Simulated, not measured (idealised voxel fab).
Process module in this document: voxel ribs on slabs
For reference, the cross-section in this document is cut, with width 195 nm and square cells of 5 nm.
Cross-section, as written here: a square-cell grid given band by band from the top down, where a band holds one or more rows of cells.
Band: top height; bottom height; in nm. Then, left to right: material with width in nm, for each material. "edge to edge": a single material spanning edge to edge. "air": empty space.
The level at which height equals 0 is the one under which the wafer, as it arrives, is entirely one material. No lower edge exists for the bottom band, which continues downward and is notated as in "0 and below".
A two-number width, for instance "30->40", indicates that the width is equal to the first number in the top row of the band and to the second number in the bottom row, and that it changes by a constant amount per row of cells.
"remains unaltered" for a step: no cell of the cross-section changed in that step.
"Enclosed cavities": sealed empty spaces, 8 cells or more, no open way to top, listed width x height at distance, with distance from the left edge and width, height and distance in nm.
Note: text after step settings on the step line = simulator remark on that step.
Regarding "overlay nm": on a step with a mask, it is the distance the mask lay to the right of its planned place; a negative value places it to the left.

INTENDED PROCESS STEPS
1: RECEIVE (material Si)
2: DIRECTIONAL_DEP (material SiO2; thk nm 20)
3: DIRECTIONAL_DEP (material polySi; thk nm 15)
4: MASKED_ETCH (tone cover; mask id RIB; width nm 15; etch materials polySi; depth nm 5; overlay nm 0)
5: DIRECTIONAL_DEP (material aC; thk nm 15)
6: PATTERN (tone cover; mask id SLAB; material resist; width nm 55; thk nm 35; overlay nm 0)
7: DIRECTIONAL_ETCH (etch materials aC; depth nm 15)
8: STRIP (etch materials resist)
9: DIRECTIONAL_ETCH (etch materials polySi; depth nm 10)
10: STRIP (etch materials aC)
11: FILL_DEP (material SiO2; thk nm 30)
12: CMP (height nm 55)
13: DIRECTIONAL_DEP (material TiN; thk nm 5)
14: DIRECTIONAL_DEP (material aC; thk nm 15)
15: PATTERN (tone cover; mask id HEATER; material resist; width nm 25; thk nm 30; overlay nm 0)
16: DIRECTIONAL_ETCH (etch materials aC; depth nm 15)
17: STRIP (etch materials resist)
18: DIRECTIONAL_ETCH (etch materials TiN; depth nm 5)
19: STRIP (etch materials aC)
20: CONFORMAL_DEP (material SiN; thk nm 5)

WAFER AS RECEIVED: CROSS-SECTION FOLLOWING STEP 1
    0 and below | Si edge to edge
    Enclosed cavities: none

CROSS-SECTIONAL VIEW OF THE FIRST OF THE TWO WAFERS UPON COMPLETION OF THE MODULE, PROCESSED IN ACCORDANCE WITH THE PLAN
    65 down to 60 | 80 of air / 35 of SiN / 80 of air
    60 down to 55 | 85 of SiN / 25 of TiN / 85 of SiN
    55 down to 35 | SiO2 edge to edge
    35 down to 30 | 90 of SiO2 / 15 of polySi / 90 of SiO2
    30 down to 20 | 70 of SiO2 / 55 of polySi / 70 of SiO2
    20 down to 0 | SiO2 edge to edge
    0 and below | Si edge to edge
    Enclosed cavities: none

HERE IS THE SECOND OF THE TWO WAFERS CUT OPEN AT THE END OF THE MODULE - SAME START, SAME PLAN AS THE FIRST ONE, BUT WE MADE ONE MISTAKE RUNNING IT
    65 down to 60 | 80 of air / 35 of SiN / 80 of air
    60 down to 55 | 85 of SiN / 25 of TiN / 85 of SiN
    55 down to 50 | SiO2 edge to edge
    50 down to 45 | 90 of SiO2 / 15 of polySi / 90 of SiO2
    45 down to 35 | 70 of SiO2 / 55 of polySi / 70 of SiO2
    35 down to 20 | polySi edge to edge
    20 down to 0 | SiO2 edge to edge
    0 and below | Si edge to edge
    Enclosed cavities: none
Want to know what went wrong? plan step 3 was twice executed
FYI, end of process, the second wafer has more or fewer cells of some materials than the first: -117 SiO2; +117 polySi
